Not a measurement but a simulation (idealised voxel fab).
process module | voxel double patterning
cross-section cut | 265 nm wide | cells 5 nm
A cross-section is a grid of square cells, given in bands from the top down. A band is one or more rows of cells.
Each band's line starts with the height of the band's top and of its bottom, in nm. Then come its materials from left to right, each with its width in nm. One material with "throughout" fills the band from edge to edge. "air" is empty space.
Height 0 is the level under which the wafer as received is all one material. The lowest band goes on downwards, as in "0 down".
A width such as "30 to 40" changes by the same amount from each row of cells to the next, from the band's top row to its bottom row.
"no change" after a step means that no cell of the cross-section changed.
closed voids: empty space of 8 cells or more with no open way to the top, each as width x height at its distance from the left edge, in nm
after a step's settings: what the simulator itself notes on the step
overlay nm, on a step with a mask: how far to the right of its planned place the mask lay; to the left if negative
plan
1 op RECEIVE | material Si
2 op CONFORMAL_DEP | material SiO2 | thk nm 5
3 op DIRECTIONAL_DEP | material polySi | thk nm 20
4 op DIRECTIONAL_DEP | material SiN | thk nm 5
5 op PATTERN | tone open | mask id FIRST | material resist | width nm 15 | pitch nm 50 | thk nm 15 | overlay nm 0
6 op DIRECTIONAL_ETCH | etch materials SiN | depth nm 5
7 op STRIP | etch materials resist
8 op DIRECTIONAL_DEP | material aC | thk nm 10
9 op PATTERN | tone open | mask id SECOND | material resist | width nm 15 | pitch nm 50 | thk nm 30 | overlay nm 0
10 op DIRECTIONAL_ETCH | etch materials aC | depth nm 10
11 op STRIP | etch materials resist
12 op DIRECTIONAL_ETCH | etch materials SiN | depth nm 5
13 op STRIP | etch materials aC
14 op DIRECTIONAL_ETCH | etch materials polySi | depth nm 20
15 op STRIP | etch materials SiN
as received, after step 1
  0 down: Si throughout
  closed voids: none
first wafer at the end, as planned
  25 to 5: polySi 75 | air 15 | polySi 10 | air 15 | polySi 10 | air 15 | polySi 10 | air 15 | polySi 10 | air 15 | polySi 75
  5 to 0: SiO2 throughout
  0 down: Si throughout
  closed voids: none
second wafer at the end: like start, like plan, one mistake
  25 to 5: polySi 75 | air 15 | polySi 10 | air 20 | polySi 5 | air 15 | polySi 10 | air 20 | polySi 5 | air 15 | polySi 75
  5 to 0: SiO2 throughout
  0 down: Si throughout
  closed voids: none
what went wrong: step 9 ran as: op PATTERN | tone open | mask id SECOND | material resist | width nm 20 | pitch nm 50 | thk nm 30 | overlay nm 0
at the end the second wafer has, in cells: 8 fewer of polySi
